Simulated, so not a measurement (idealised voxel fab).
process module | voxel ribs on slabs
cross-section cut | 220 nm wide | cells 5 nm
A cross-section is a grid of square cells, given in bands from the top down. A band is one or more rows of cells.
Each band's line starts with the height of the band's top and of its bottom, in nm. Then come its materials from left to right, each with its width in nm. One material with "throughout" fills the band from edge to edge. "air" is empty space.
Height 0 is the level under which the wafer as received is all one material. The lowest band goes on downwards, as in "0 down".
A width such as "30 to 40" changes by the same amount from each row of cells to the next, from the band's top row to its bottom row.
"no change" after a step means that no cell of the cross-section changed.
closed voids: empty space of 8 cells or more with no open way to the top, each as width x height at its distance from the left edge, in nm
after a step's settings: what the simulator itself notes on the step
overlay nm, on a step with a mask: how far to the right of its planned place the mask lay; to the left if negative
plan
1 op RECEIVE | material Si
2 op DIRECTIONAL_DEP | material SiO2 | thk nm 20
3 op DIRECTIONAL_DEP | material SiN | thk nm 25
4 op DIRECTIONAL_DEP | material aC | thk nm 15
5 op PATTERN | tone cover | mask id RIB | material resist | width nm 15 | thk nm 30 | overlay nm 0
6 op DIRECTIONAL_ETCH | etch materials aC | depth nm 15
7 op STRIP | etch materials resist
8 op DIRECTIONAL_ETCH | etch materials SiN | depth nm 20
9 op STRIP | etch materials aC
10 op DIRECTIONAL_DEP | material aC | thk nm 10
11 op PATTERN | tone cover | mask id SLAB | material resist | width nm 45 | thk nm 30 | overlay nm 0
12 op DIRECTIONAL_ETCH | etch materials aC | depth nm 10
13 op STRIP | etch materials resist
14 op DIRECTIONAL_ETCH | etch materials SiN | depth nm 5
15 op STRIP | etch materials aC
16 op FILL_DEP | material SiO2 | thk nm 25
17 op CMP | height nm 60
18 op DIRECTIONAL_DEP | material TiN | thk nm 5
19 op MASKED_ETCH | tone cover | mask id HEATER | width nm 25 | etch materials TiN | depth nm 5 | overlay nm 0
20 op CONFORMAL_DEP | material SiO2 | thk nm 10
as received, after step 1
  0 down: Si throughout
  closed voids: none
a wafer at the end: this start, this plan, one mistake
  75 to 70: air 85 | SiO2 45 | air 90
  70 to 65: SiO2 throughout
  65 to 60: SiO2 95 | TiN 25 | SiO2 100
  60 to 25: SiO2 throughout
  25 to 0: SiN throughout
  0 down: Si throughout
  closed voids: none
what went wrong: steps 2 and 3 were swapped
